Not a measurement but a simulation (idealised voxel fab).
Documented hereafter: the process module known as voxel capacitor over wiring.
Xsec cut, 265 nm wide, square cell size 5 nm.
Cross-section layout: square cells on a grid; listed as bands, top to bottom; a band spans one or more cell rows.
In this notation a band is specified by the heights of its top and bottom, in that order and in nm, after which its materials appear from left to right, each paired with its width in nm. The word "all across" attached to a single material means that material fills the band from edge to edge; the word "empty" stands for empty space.
Measure heights from 0. That's the level where, below it, the as-received wafer is all one material. The lowest band is bottomless and extends downward; write it as in "top 0, no bottom".
When a width is written as two numbers, as in "30..40", the first number is the width in the top row of cells of the band and the second is the width in its bottom row, and the width changes by the same amount from each row to the next.
Step marked "changes: none"? Then no cell in the cross-section changed in it.
If an empty space has no open way to the top and is at least 8 cells in size, "Trapped cavities" lists it, written width x height at distance, where distance is measured from the left edge and every value is in nm.
If you see something after the settings on a step's line, that's the simulator's own remark about that step.
For masked steps, "overlay nm" on the step line gives how far right of plan the mask actually lay; a minus sign means it lay to the left.
The following list gives the planned process steps:
1. RECEIVE,material Si
2. CONFORMAL_DEP,material SiO2,thk nm 10
3. CONFORMAL_DEP,material SiN,thk nm 5
4. DIRECTIONAL_DEP,material lowk,thk nm 15
5. DIRECTIONAL_DEP,material aC,thk nm 10
6. PATTERN,tone open,mask id METAL_1,material resist,width nm 30,pitch nm 100,thk nm 25,overlay nm 0
7. DIRECTIONAL_ETCH,etch materials aC,depth nm 10
8. STRIP,etch materials resist
9. DIRECTIONAL_ETCH,etch materials lowk,depth nm 15
10. DIRECTIONAL_ETCH,etch materials SiN,depth nm 5
11. STRIP,etch materials aC
12. CONFORMAL_DEP,material TiN,thk nm 5
13. FILL_DEP,material Cu,thk nm 10
14. CMP,height nm 30
15. EPI,material Ru,thk nm 5
16. FILL_DEP,material SiCN,thk nm 5
17. DIRECTIONAL_DEP,material lowk,thk nm 20
18. MASKED_ETCH,tone open,mask id PLUG_1,width nm 15,etch materials lowk,depth nm 20,overlay nm 0
19. MASKED_ETCH,tone open,mask id PLUG_1,width nm 15,etch materials SiCN,depth nm 5,overlay nm 0
20. EPI,material Ru,thk nm 10
21. EPI,material Ru,thk nm 10
22. EPI,material Ru,thk nm 5
23. DIRECTIONAL_DEP,material TiN,thk nm 10
24. DIRECTIONAL_DEP,material Al2O3,thk nm 5
25. DIRECTIONAL_DEP,material TiN,thk nm 5
26. PATTERN,tone cover,mask id UPPER_PLATE,material resist,width nm 75,thk nm 15,overlay nm 0
27. DIRECTIONAL_ETCH,etch materials TiN,depth nm 5
28. DIRECTIONAL_ETCH,etch materials Al2O3,depth nm 5
29. STRIP,etch materials resist
30. MASKED_ETCH,tone cover,mask id LOWER_PLATE,width nm 85,etch materials TiN,depth nm 10,overlay nm 0
31. FILL_DEP,material SiO2,thk nm 15
32. CMP,height nm 90
33. DIRECTIONAL_DEP,material aC,thk nm 15
34. PATTERN,tone open,mask id PLUG_2,material resist,width nm 15,thk nm 35,overlay nm 0
35. DIRECTIONAL_ETCH,etch materials aC,depth nm 15
36. STRIP,etch materials resist
37. DIRECTIONAL_ETCH,etch materials SiO2,depth nm 10
38. STRIP,etch materials aC
39. CONFORMAL_DEP,material TiN,thk nm 5
40. FILL_DEP,material Ru,thk nm 10
41. CMP,height nm 90
42. CONFORMAL_DEP,material SiCN,thk nm 5
The cross-section here shows the wafer as received, i.e. in its state after step 1:
* top 0, no bottom = Si all across
* Trapped cavities: none
Cross-section, end of module. Start: as above. Plan: as above. Execution: one mistake:
* top 95, bottom 90 = SiCN all across
* top 90, bottom 85 = SiO2 90 | TiN 5 | Ru 5 | TiN 5 | SiO2 160
* top 85, bottom 75 = SiO2 90..80 | TiN 15..75 | SiO2 160..110
* top 75, bottom 70 = SiO2 80 | Al2O3 75 | SiO2 110
* top 70, bottom 65 = SiO2 75 | TiN 85 | SiO2 105
* top 65, bottom 60 = TiN all across
* top 60, bottom 40 = lowk 80 | Ru 15 | lowk 170
* top 40, bottom 35 = SiCN 80 | Ru 15 | SiCN 170
* top 35, bottom 30 = SiCN 60 | Ru 40 | SiCN 60 | Ru 40 | SiCN 65
* top 30, bottom 15 = lowk 65 | TiN 5 | Cu 20 | TiN 5 | lowk 70 | TiN 5 | Cu 20 | TiN 5 | lowk 70
* top 15, bottom 10 = SiN 65 | TiN 30 | SiN 70 | TiN 30 | SiN 70
* top 10, bottom 0 = SiO2 all across
* top 0, no bottom = Si all across
* Trapped cavities: none
What was the processing mistake? contrary to plan, step 30 was performed as MASKED_ETCH,tone cover,mask id LOWER_PLATE,width nm 85,etch materials TiN,depth nm 5,overlay nm 0
